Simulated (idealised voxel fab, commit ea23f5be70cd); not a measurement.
This is a process module. Its name is voxel tone inversion.
We display cut, a cross-section 295 nm in width whose square cells are each 5 nm.
In what follows, cross-sections appear as grids of square cells, described through bands that run from the top down, where every band is one or more rows of cells.
Per band: top height and bottom height in nm, followed by the left-to-right materials and their widths in nm; "everywhere" marks a single material spanning edge to edge, "air" marks empty space.
Ref level 0: as-received wafer is one material below here. Bottom band extends down with no lower bound ("0 and below").
Read "30 to 40" as a graded width: first number on top, second number at the bottom, same change between each pair of neighbouring rows.
Take "nothing altered" at face value: in the step it is given for, the cross-section changed in none of its cells.
Entry "Closed void register" = empty spaces >= 8 cells with no open way to the top; each as width x height at distance, distance from left edge, all nm.
Past the settings on a step's line: simulator remark, on that step.
Each step line may optionally specify "overlay nm", which for a step with a mask gives the rightward distance between the mask's planned place and where it lay, a negative value indicating the leftward direction.

### The process steps that were planned are listed below
- 1: RECEIVE: material Si
- 2: CONFORMAL_DEP: material SiCN, thk nm 10
- 3: DIRECTIONAL_DEP: material polySi, thk nm 25
- 4: PATTERN: tone cover, mask id POSTS, material resist, width nm 25, pitch nm 45, thk nm 35, overlay nm 0
- 5: DIRECTIONAL_ETCH: etch materials polySi, depth nm 25
- 6: STRIP: etch materials resist
- 7: FILL_DEP: material lowk, thk nm 5
- 8: CMP: height nm 35
- 9: STRIP: etch materials polySi
- 10: CONFORMAL_DEP: material TiN, thk nm 5
- 11: FILL_DEP: material Cu, thk nm 5
- 12: CMP: height nm 35
- 13: CONFORMAL_DEP: material SiCN, thk nm 5

### First wafer out of two, processed as planned

### The cross-section here shows the wafer as received, i.e. in its state after step 1
* 0 and below  Si everywhere
* Closed void register: none

### The wafer, seen in cross-section, after step 2
* 10 down to 0  SiCN everywhere
* Lower than 0, everything is as it was.

### The wafer, seen in cross-section, after step 3
* 35 down to 10  polySi everywhere
* Lower than 10, everything is as it was.

### The wafer, seen in cross-section, after step 4
* 70 down to 35  65 air / 25 resist / 20 air / 25 resist / 20 air / 25 resist / 20 air / 25 resist / 70 air
* Lower than 35, everything is as it was.

### The wafer, seen in cross-section, after step 5
* 70 down to 35  65 air / 25 resist / 20 air / 25 resist / 20 air / 25 resist / 20 air / 25 resist / 70 air
* 35 down to 10  65 air / 25 polySi / 20 air / 25 polySi / 20 air / 25 polySi / 20 air / 25 polySi / 70 air
* Lower than 10, everything is as it was.

### The wafer, seen in cross-section, after step 6
* 35 down to 10  65 air / 25 polySi / 20 air / 25 polySi / 20 air / 25 polySi / 20 air / 25 polySi / 70 air
* Lower than 10, everything is as it was.

### The wafer, seen in cross-section, after step 7
* 40 down to 35  lowk everywhere
* 35 down to 10  65 lowk / 25 polySi / 20 lowk / 25 polySi / 20 lowk / 25 polySi / 20 lowk / 25 polySi / 70 lowk
* Lower than 10, everything is as it was.

### The wafer, seen in cross-section, after step 8
* 35 down to 10  65 lowk / 25 polySi / 20 lowk / 25 polySi / 20 lowk / 25 polySi / 20 lowk / 25 polySi / 70 lowk
* Lower than 10, everything is as it was.

### The wafer, seen in cross-section, after step 9
* 35 down to 10  65 lowk / 25 air / 20 lowk / 25 air / 20 lowk / 25 air / 20 lowk / 25 air / 70 lowk
* Lower than 10, everything is as it was.

### The wafer, seen in cross-section, after step 10
* 40 down to 35  70 TiN / 15 air / 30 TiN / 15 air / 30 TiN / 15 air / 30 TiN / 15 air / 75 TiN
* 35 down to 15  65 lowk / 5 TiN / 15 air / 5 TiN / 20 lowk / 5 TiN / 15 air / 5 TiN / 20 lowk / 5 TiN / 15 air / 5 TiN / 20 lowk / 5 TiN / 15 air / 5 TiN / 70 lowk
* 15 down to 10  65 lowk / 25 TiN / 20 lowk / 25 TiN / 20 lowk / 25 TiN / 20 lowk / 25 TiN / 70 lowk
* Lower than 10, everything is as it was.

### The wafer, seen in cross-section, after step 11
* 45 down to 40  Cu everywhere
* 40 down to 35  70 TiN / 15 Cu / 30 TiN / 15 Cu / 30 TiN / 15 Cu / 30 TiN / 15 Cu / 75 TiN
* 35 down to 15  65 lowk / 5 TiN / 15 Cu / 5 TiN / 20 lowk / 5 TiN / 15 Cu / 5 TiN / 20 lowk / 5 TiN / 15 Cu / 5 TiN / 20 lowk / 5 TiN / 15 Cu / 5 TiN / 70 lowk
* Lower than 15, everything is as it was.

### The wafer, seen in cross-section, after step 12
* 35 down to 15  65 lowk / 5 TiN / 15 Cu / 5 TiN / 20 lowk / 5 TiN / 15 Cu / 5 TiN / 20 lowk / 5 TiN / 15 Cu / 5 TiN / 20 lowk / 5 TiN / 15 Cu / 5 TiN / 70 lowk
* Lower than 15, everything is as it was.

### The wafer, seen in cross-section, after step 13
* 40 down to 35  SiCN everywhere
* Lower than 35, everything is as it was.

### The Second Wafer: Common Origin and Plan, One Mistake in Execution, Identical to the First Through Step 8

### Second wafer profile in section, at the moment step 9 of the plan was meant to be complete
* 35 down to 10  65 lowk / 25 air / 20 lowk / 25 air / 20 lowk / 25 air / 20 lowk / 25 air / 70 lowk
* Lower than 10, everything is as it was.

### Second wafer profile in section, at the moment step 10 of the plan was meant to be complete
* 40 down to 35  70 TiN / 15 air / 30 TiN / 15 air / 30 TiN / 15 air / 30 TiN / 15 air / 75 TiN
* 35 down to 15  65 lowk / 5 TiN / 15 air / 5 TiN / 20 lowk / 5 TiN / 15 air / 5 TiN / 20 lowk / 5 TiN / 15 air / 5 TiN / 20 lowk / 5 TiN / 15 air / 5 TiN / 70 lowk
* 15 down to 10  65 lowk / 25 TiN / 20 lowk / 25 TiN / 20 lowk / 25 TiN / 20 lowk / 25 TiN / 70 lowk
* Lower than 10, everything is as it was.

### Second wafer profile in section, at the moment step 11 of the plan was meant to be complete
* 45 down to 40  Cu everywhere
* 40 down to 35  70 TiN / 15 Cu / 30 TiN / 15 Cu / 30 TiN / 15 Cu / 30 TiN / 15 Cu / 75 TiN
* 35 down to 15  65 lowk / 5 TiN / 15 Cu / 5 TiN / 20 lowk / 5 TiN / 15 Cu / 5 TiN / 20 lowk / 5 TiN / 15 Cu / 5 TiN / 20 lowk / 5 TiN / 15 Cu / 5 TiN / 70 lowk
* Lower than 15, everything is as it was.

### Second wafer profile in section, at the moment step 12 of the plan was meant to be complete
* 35 down to 15  65 lowk / 5 TiN / 15 Cu / 5 TiN / 20 lowk / 5 TiN / 15 Cu / 5 TiN / 20 lowk / 5 TiN / 15 Cu / 5 TiN / 20 lowk / 5 TiN / 15 Cu / 5 TiN / 70 lowk
* Lower than 15, everything is as it was.

### Second wafer profile in section, at the moment step 13 of the plan was meant to be complete
* 40 down to 35  SiCN everywhere
* Lower than 35, everything is as it was.
Misprocessing identified: step 9 of the plan was executed twice over
at the end the two cross-sections are the same: no effect in what this model computes
